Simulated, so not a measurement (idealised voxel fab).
process module | voxel ribs on slabs
cross-section cut | 270 nm wide | cells 5 nm
A cross-section is a grid of square cells, given in bands from the top down. A band is one or more rows of cells.
Each band's line starts with the height of the band's top and of its bottom, in nm. Then come its materials from left to right, each with its width in nm. One material with "throughout" fills the band from edge to edge. "air" is empty space.
Height 0 is the level under which the wafer as received is all one material. The lowest band goes on downwards, as in "0 down".
A width such as "30 to 40" changes by the same amount from each row of cells to the next, from the band's top row to its bottom row.
"no change" after a step means that no cell of the cross-section changed.
closed voids: empty space of 8 cells or more with no open way to the top, each as width x height at its distance from the left edge, in nm
after a step's settings: what the simulator itself notes on the step
overlay nm, on a step with a mask: how far to the right of its planned place the mask lay; to the left if negative
plan
1 op RECEIVE | material Si
2 op DIRECTIONAL_DEP | material SiO2 | thk nm 25
3 op DIRECTIONAL_DEP | material polySi | thk nm 25
4 op DIRECTIONAL_DEP | material aC | thk nm 15
5 op PATTERN | tone cover | mask id RIB | material resist | width nm 20 | thk nm 30 | overlay nm 0
6 op DIRECTIONAL_ETCH | etch materials aC | depth nm 15
7 op STRIP | etch materials resist
8 op DIRECTIONAL_ETCH | etch materials polySi | depth nm 15
9 op STRIP | etch materials aC
10 op MASKED_ETCH | tone cover | mask id SLAB | width nm 70 | etch materials polySi | depth nm 10 | overlay nm 0
11 op FILL_DEP | material SiO2 | thk nm 30
12 op CMP | height nm 70
13 op DIRECTIONAL_DEP | material TiN | thk nm 10
14 op MASKED_ETCH | tone cover | mask id HEATER | width nm 30 | etch materials TiN | depth nm 10 | overlay nm 0
15 op CONFORMAL_DEP | material SiO2 | thk nm 10
as received, after step 1
  0 down: Si throughout
  closed voids: none
a wafer at the end: this start, this plan, one mistake
  90 to 80: air 110 | SiO2 50 | air 110
  80 to 70: SiO2 120 | TiN 30 | SiO2 120
  70 to 50: SiO2 throughout
  50 to 40: SiO2 100 | polySi 25 | SiO2 20 | polySi 25 | SiO2 100
  40 to 35: polySi 125 | SiO2 20 | polySi 125
  35 to 25: polySi throughout
  25 to 0: SiO2 throughout
  0 down: Si throughout
  closed voids: none
what went wrong: step 5 ran as: op PATTERN | tone open | mask id RIB | material resist | width nm 20 | thk nm 30 | overlay nm 0
